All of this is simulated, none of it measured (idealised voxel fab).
Process module under the name voxel spacer lines
Section shown: cut. Width: 230 nm. Cell size: 5 nm, square.
When this document writes out a cross-section, it uses a grid of square cells and lists it as bands, beginning at the top and moving down, with a band standing for one or more rows of cells. Basically the band line says how high the top is and how high the bottom is, in nm, and then what's in it from left to right, every material with its width in nm. Empty space shows up as "empty", and if a single material carries "all across" it runs the full band edge to edge. Heads up on the height convention: 0 is the point under which the incoming wafer is all one material, and the lowest band has no bottom, it just keeps going down, like "0 down". Top row gets the first number, bottom row gets the second, and each row in between changes by the same step: that is how a band width like "30 to 40" works. Reading "no modification" for a step: not a cell of the cross-section changed in it. If an empty space has no open way to the top and is at least 8 cells in size, "Closed void roster" lists it, written width x height at distance, where distance is measured from the left edge and every value is in nm. Anything after a step's settings on that line? It's the simulator's own note about the step. overlay nm: where the mask lay relative to plan, measured to the right, on steps with a mask; negatives go left.

Process steps (planned):
step 1: RECEIVE [material Si]
step 2: CONFORMAL_DEP [material Al2O3] [thk nm 10]
step 3: DIRECTIONAL_DEP [material polySi] [thk nm 20]
step 4: DIRECTIONAL_DEP [material aC] [thk nm 30]
step 5: PATTERN [tone cover] [mask id MANDREL] [material resist] [width nm 20] [pitch nm 70] [thk nm 35] [overlay nm 0]
step 6: DIRECTIONAL_ETCH [etch materials aC] [depth nm 30]
step 7: STRIP [etch materials resist]
step 8: CONFORMAL_DEP [material SiO2] [thk nm 15]
step 9: DIRECTIONAL_ETCH [etch materials SiO2] [depth nm 15]
step 10: STRIP [etch materials aC]
step 11: DIRECTIONAL_ETCH [etch materials polySi] [depth nm 20]
step 12: STRIP [etch materials SiO2]
step 13: FILL_DEP [material SiO2] [thk nm 5]
step 14: CMP [height nm 30]

First of two wafers, with the run carried out as planned:

Wafer cross-section on receipt, i.e. after step 1:
  0 down  Si all across
  Closed void roster: none

After step 2: wafer cross-section:
  10 to 0  Al2O3 all across
  At heights below 0, the structure remains unaltered.

After step 3: wafer cross-section:
  30 to 10  polySi all across
  At heights below 10, the structure remains unaltered.

After step 4: wafer cross-section:
  60 to 30  aC all across
  At heights below 30, the structure remains unaltered.

After step 5: wafer cross-section:
  95 to 60  empty 70; resist 20; empty 50; resist 20; empty 70
  At heights below 60, the structure remains unaltered.

After step 6: wafer cross-section:
  65 to 60  empty 70; resist 20; empty 50; resist 20; empty 70
  60 to 30  empty 70; aC 20; empty 50; aC 20; empty 70
  At heights below 30, the structure remains unaltered.

After step 7: wafer cross-section:
  60 to 30  empty 70; aC 20; empty 50; aC 20; empty 70
  At heights below 30, the structure remains unaltered.

After step 8: wafer cross-section:
  75 to 60  empty 55; SiO2 50; empty 20; SiO2 50; empty 55
  60 to 45  empty 55; SiO2 15; aC 20; SiO2 15; empty 20; SiO2 15; aC 20; SiO2 15; empty 55
  45 to 30  SiO2 70; aC 20; SiO2 50; aC 20; SiO2 70
  At heights below 30, the structure remains unaltered.

After step 9: wafer cross-section:
  60 to 30  empty 55; SiO2 15; aC 20; SiO2 15; empty 20; SiO2 15; aC 20; SiO2 15; empty 55
  At heights below 30, the structure remains unaltered.

After step 10: wafer cross-section:
  60 to 30  empty 55; SiO2 15; empty 20; SiO2 15; empty 20; SiO2 15; empty 20; SiO2 15; empty 55
  At heights below 30, the structure remains unaltered.

After step 11: wafer cross-section:
  60 to 30  empty 55; SiO2 15; empty 20; SiO2 15; empty 20; SiO2 15; empty 20; SiO2 15; empty 55
  30 to 10  empty 55; polySi 15; empty 20; polySi 15; empty 20; polySi 15; empty 20; polySi 15; empty 55
  At heights below 10, the structure remains unaltered.

After step 12: wafer cross-section:
  30 to 10  empty 55; polySi 15; empty 20; polySi 15; empty 20; polySi 15; empty 20; polySi 15; empty 55
  At heights below 10, the structure remains unaltered.

After step 13: wafer cross-section:
  35 to 30  SiO2 all across
  30 to 10  SiO2 55; polySi 15; SiO2 20; polySi 15; SiO2 20; polySi 15; SiO2 20; polySi 15; SiO2 55
  At heights below 10, the structure remains unaltered.

After step 14: wafer cross-section:
  30 to 10  SiO2 55; polySi 15; SiO2 20; polySi 15; SiO2 20; polySi 15; SiO2 20; polySi 15; SiO2 55
  At heights below 10, the structure remains unaltered.

Second wafer. Start and plan as for the first. One mistake made in running. Agrees with the first up to and including step 4:

Here is the second wafer in cross-section at the point where step 5 of the plan should have been done:
  95 to 60  empty 75; resist 15; empty 55; resist 15; empty 70
  At heights below 60, the structure remains unaltered.

Here is the second wafer in cross-section at the point where step 6 of the plan should have been done:
  65 to 60  empty 75; resist 15; empty 55; resist 15; empty 70
  60 to 30  empty 75; aC 15; empty 55; aC 15; empty 70
  At heights below 30, the structure remains unaltered.

Here is the second wafer in cross-section at the point where step 7 of the plan should have been done:
  60 to 30  empty 75; aC 15; empty 55; aC 15; empty 70
  At heights below 30, the structure remains unaltered.

Here is the second wafer in cross-section at the point where step 8 of the plan should have been done:
  75 to 60  empty 60; SiO2 45; empty 25; SiO2 45; empty 55
  60 to 45  empty 60; SiO2 15; aC 15; SiO2 15; empty 25; SiO2 15; aC 15; SiO2 15; empty 55
  45 to 30  SiO2 75; aC 15; SiO2 55; aC 15; SiO2 70
  At heights below 30, the structure remains unaltered.

Here is the second wafer in cross-section at the point where step 9 of the plan should have been done:
  60 to 30  empty 60; SiO2 15; aC 15; SiO2 15; empty 25; SiO2 15; aC 15; SiO2 15; empty 55
  At heights below 30, the structure remains unaltered.

Here is the second wafer in cross-section at the point where step 10 of the plan should have been done:
  60 to 30  empty 60; SiO2 15; empty 15; SiO2 15; empty 25; SiO2 15; empty 15; SiO2 15; empty 55
  At heights below 30, the structure remains unaltered.

Here is the second wafer in cross-section at the point where step 11 of the plan should have been done:
  60 to 30  empty 60; SiO2 15; empty 15; SiO2 15; empty 25; SiO2 15; empty 15; SiO2 15; empty 55
  30 to 10  empty 60; polySi 15; empty 15; polySi 15; empty 25; polySi 15; empty 15; polySi 15; empty 55
  At heights below 10, the structure remains unaltered.

Here is the second wafer in cross-section at the point where step 12 of the plan should have been done:
  30 to 10  empty 60; polySi 15; empty 15; polySi 15; empty 25; polySi 15; empty 15; polySi 15; empty 55
  At heights below 10, the structure remains unaltered.

Here is the second wafer in cross-section at the point where step 13 of the plan should have been done:
  35 to 30  SiO2 all across
  30 to 10  SiO2 60; polySi 15; SiO2 15; polySi 15; SiO2 25; polySi 15; SiO2 15; polySi 15; SiO2 55
  At heights below 10, the structure remains unaltered.

Here is the second wafer in cross-section at the point where step 14 of the plan should have been done:
  30 to 10  SiO2 60; polySi 15; SiO2 15; polySi 15; SiO2 25; polySi 15; SiO2 15; polySi 15; SiO2 55
  At heights below 10, the structure remains unaltered.
Finding, execution versus plan: in deviation from the planned setting, step 5 was conducted as PATTERN [tone cover] [mask id MANDREL] [material resist] [width nm 15] [pitch nm 70] [thk nm 35] [overlay nm 0]
Both wafers, final: cells per material equal; arrangement not.
